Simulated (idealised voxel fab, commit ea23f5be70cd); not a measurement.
process module | voxel wiring stack
cross-section cut | 260 nm wide | cells 5 nm
A cross-section is a grid of square cells, given in bands from the top down. A band is one or more rows of cells.
Each band's line starts with the height of the band's top and of its bottom, in nm. Then come its materials from left to right, each with its width in nm. One material with "throughout" fills the band from edge to edge. "air" is empty space.
Height 0 is the level under which the wafer as received is all one material. The lowest band goes on downwards, as in "0 down".
A width such as "30 to 40" changes by the same amount from each row of cells to the next, from the band's top row to its bottom row.
"no change" after a step means that no cell of the cross-section changed.
closed voids: empty space of 8 cells or more with no open way to the top, each as width x height at its distance from the left edge, in nm
after a step's settings: what the simulator itself notes on the step
overlay nm, on a step with a mask: how far to the right of its planned place the mask lay; to the left if negative
plan
1 op RECEIVE | material Si
2 op CONFORMAL_DEP | material SiO2 | thk nm 15
3 op DIRECTIONAL_DEP | material TiN | thk nm 5
4 op DIRECTIONAL_DEP | material W | thk nm 15
5 op DIRECTIONAL_DEP | material aC | thk nm 10
6 op PATTERN | tone cover | mask id METAL_1 | material resist | width nm 20 | pitch nm 50 | thk nm 25 | overlay nm 0
7 op DIRECTIONAL_ETCH | etch materials aC | depth nm 10
8 op STRIP | etch materials resist
9 op DIRECTIONAL_ETCH | etch materials W | depth nm 15
10 op DIRECTIONAL_ETCH | etch materials TiN | depth nm 5
11 op STRIP | etch materials aC
12 op FILL_DEP | material SiO2 | thk nm 5
13 op CMP | height nm 35
14 op CONFORMAL_DEP | material SiCN | thk nm 5
15 op DIRECTIONAL_DEP | material SiO2 | thk nm 20
16 op PATTERN | tone open | mask id PLUG_1 | material resist | width nm 15 | pitch nm 50 | thk nm 15 | overlay nm 0
17 op DIRECTIONAL_ETCH | etch materials SiO2 | depth nm 20
18 op DIRECTIONAL_ETCH | etch materials SiCN | depth nm 5
19 op STRIP | etch materials resist
20 op CONFORMAL_DEP | material TiN | thk nm 5
21 op FILL_DEP | material Cu | thk nm 10
22 op CMP | height nm 60
23 op CONFORMAL_DEP | material SiN | thk nm 5
24 op DIRECTIONAL_DEP | material lowk | thk nm 25
25 op DIRECTIONAL_DEP | material aC | thk nm 15
26 op PATTERN | tone open | mask id METAL_2 | material resist | width nm 20 | pitch nm 50 | thk nm 35 | overlay nm 0
27 op DIRECTIONAL_ETCH | etch materials aC | depth nm 15
28 op STRIP | etch materials resist
29 op DIRECTIONAL_ETCH | etch materials lowk | depth nm 25
30 op DIRECTIONAL_ETCH | etch materials SiN | depth nm 5
31 op STRIP | etch materials aC
32 op CONFORMAL_DEP | material TiN | thk nm 5
33 op FILL_DEP | material W | thk nm 10
34 op CMP | height nm 90
35 op EPI | material Ru | thk nm 5
36 op FILL_DEP | material SiCN | thk nm 5
37 op DIRECTIONAL_DEP | material lowk | thk nm 35
38 op DIRECTIONAL_DEP | material aC | thk nm 15
39 op PATTERN | tone open | mask id METAL_3 | material resist | width nm 20 | pitch nm 50 | thk nm 35 | overlay nm 0
40 op DIRECTIONAL_ETCH | etch materials aC | depth nm 15
41 op STRIP | etch materials resist
42 op DIRECTIONAL_ETCH | etch materials lowk | depth nm 20
43 op STRIP | etch materials aC
44 op DIRECTIONAL_DEP | material aC | thk nm 10
45 op PATTERN | tone open | mask id METAL_3_HOLES | material resist | width nm 15 | pitch nm 50 | thk nm 30 | overlay nm 0
46 op DIRECTIONAL_ETCH | etch materials aC | depth nm 10
47 op STRIP | etch materials resist
48 op DIRECTIONAL_ETCH | etch materials lowk | depth nm 15
49 op DIRECTIONAL_ETCH | etch materials SiCN | depth nm 5
50 op STRIP | etch materials aC
51 op CONFORMAL_DEP | material TiN | thk nm 5
52 op FILL_DEP | material Ru | thk nm 10
53 op CMP | height nm 135
54 op CONFORMAL_DEP | material SiCN | thk nm 5
55 op DIRECTIONAL_DEP | material lowk | thk nm 25
56 op PATTERN | tone open | mask id METAL_4 | material resist | width nm 20 | pitch nm 50 | thk nm 20 | overlay nm 0
57 op DIRECTIONAL_ETCH | etch materials lowk | depth nm 15
58 op STRIP | etch materials resist
59 op MASKED_ETCH | tone open | mask id METAL_4_HOLES | width nm 15 | pitch nm 50 | etch materials lowk | depth nm 10 | overlay nm 0
60 op MASKED_ETCH | tone open | mask id METAL_4_HOLES | width nm 15 | pitch nm 50 | etch materials SiCN | depth nm 5 | overlay nm 0
61 op CONFORMAL_DEP | material TiN | thk nm 5
62 op FILL_DEP | material Cu | thk nm 10
63 op CMP | height nm 165
64 op CONFORMAL_DEP | material SiN | thk nm 5
as received, after step 1
  0 down: Si throughout
  closed voids: none
first wafer at the end, as planned
  170 to 165: SiN throughout
  165 to 155: lowk 70 | TiN 5 | Cu 10 | TiN 5 | lowk 30 | TiN 5 | Cu 10 | TiN 5 | lowk 30 | TiN 5 | Cu 10 | TiN 5 | lowk 70
  155 to 150: lowk 70 | TiN 5 | Cu 5 | TiN 10 | lowk 30 | TiN 5 | Cu 5 | TiN 10 | lowk 30 | TiN 5 | Cu 5 | TiN 10 | lowk 70
  150 to 140: lowk 70 | TiN 5 | Cu 5 | TiN 5 | lowk 35 | TiN 5 | Cu 5 | TiN 5 | lowk 35 | TiN 5 | Cu 5 | TiN 5 | lowk 75
  140 to 135: SiCN 70 | TiN 15 | SiCN 35 | TiN 15 | SiCN 35 | TiN 15 | SiCN 75
  135 to 120: lowk 70 | TiN 5 | Ru 10 | TiN 5 | lowk 30 | TiN 5 | Ru 10 | TiN 5 | lowk 30 | TiN 5 | Ru 10 | TiN 5 | lowk 70
  120 to 115: lowk 70 | TiN 5 | Ru 5 | TiN 10 | lowk 30 | TiN 5 | Ru 5 | TiN 10 | lowk 30 | TiN 5 | Ru 5 | TiN 10 | lowk 70
  115 to 100: lowk 70 | TiN 5 | Ru 5 | TiN 5 | lowk 35 | TiN 5 | Ru 5 | TiN 5 | lowk 35 | TiN 5 | Ru 5 | TiN 5 | lowk 75
  100 to 95: SiCN 70 | TiN 15 | SiCN 35 | TiN 15 | SiCN 35 | TiN 15 | SiCN 75
  95 to 90: SiCN 65 | Ru 30 | SiCN 20 | Ru 30 | SiCN 20 | Ru 30 | SiCN 65
  90 to 65: lowk 70 | TiN 5 | W 10 | TiN 5 | lowk 30 | TiN 5 | W 10 | TiN 5 | lowk 30 | TiN 5 | W 10 | TiN 5 | lowk 70
  65 to 60: SiN 70 | TiN 20 | SiN 30 | TiN 20 | SiN 30 | TiN 20 | SiN 70
  60 to 40: SiO2 70 | TiN 5 | Cu 5 | TiN 5 | SiO2 35 | TiN 5 | Cu 5 | TiN 5 | SiO2 35 | TiN 5 | Cu 5 | TiN 5 | SiO2 75
  40 to 35: SiCN 70 | TiN 15 | SiCN 35 | TiN 15 | SiCN 35 | TiN 15 | SiCN 75
  35 to 20: SiO2 70 | W 20 | SiO2 30 | W 20 | SiO2 30 | W 20 | SiO2 70
  20 to 15: SiO2 70 | TiN 20 | SiO2 30 | TiN 20 | SiO2 30 | TiN 20 | SiO2 70
  15 to 0: SiO2 throughout
  0 down: Si throughout
  closed voids: none
second wafer at the end: like start, like plan, one mistake
  170 to 165: SiN throughout
  165 to 155: lowk 70 | TiN 5 | Cu 10 | TiN 5 | lowk 30 | TiN 5 | Cu 10 | TiN 5 | lowk 30 | TiN 5 | Cu 10 | TiN 5 | lowk 70
  155 to 150: lowk 70 | TiN 5 | Cu 5 | TiN 10 | lowk 30 | TiN 5 | Cu 5 | TiN 10 | lowk 30 | TiN 5 | Cu 5 | TiN 10 | lowk 70
  150 to 140: lowk 70 | TiN 5 | Cu 5 | TiN 5 | lowk 35 | TiN 5 | Cu 5 | TiN 5 | lowk 35 | TiN 5 | Cu 5 | TiN 5 | lowk 75
  140 to 130: SiCN 70 | TiN 15 | SiCN 35 | TiN 15 | SiCN 35 | TiN 15 | SiCN 75
  130 to 125: SiCN 65 | lowk 30 | SiCN 20 | lowk 30 | SiCN 20 | lowk 30 | SiCN 65
  125 to 95: lowk throughout
  95 to 90: lowk 65 | Ru 30 | lowk 20 | Ru 30 | lowk 20 | Ru 30 | lowk 65
  90 to 65: lowk 70 | TiN 5 | W 10 | TiN 5 | lowk 30 | TiN 5 | W 10 | TiN 5 | lowk 30 | TiN 5 | W 10 | TiN 5 | lowk 70
  65 to 60: SiN 70 | TiN 20 | SiN 30 | TiN 20 | SiN 30 | TiN 20 | SiN 70
  60 to 40: SiO2 70 | TiN 5 | Cu 5 | TiN 5 | SiO2 35 | TiN 5 | Cu 5 | TiN 5 | SiO2 35 | TiN 5 | Cu 5 | TiN 5 | SiO2 75
  40 to 35: SiCN 70 | TiN 15 | SiCN 35 | TiN 15 | SiCN 35 | TiN 15 | SiCN 75
  35 to 20: SiO2 70 | W 20 | SiO2 30 | W 20 | SiO2 30 | W 20 | SiO2 70
  20 to 15: SiO2 70 | TiN 20 | SiO2 30 | TiN 20 | SiO2 30 | TiN 20 | SiO2 70
  15 to 0: SiO2 throughout
  0 down: Si throughout
  closed voids: none
what went wrong: steps 36 and 37 were swapped
at the end the second wafer has, in cells: 30 fewer of Ru | 45 fewer of TiN | 75 more of lowk
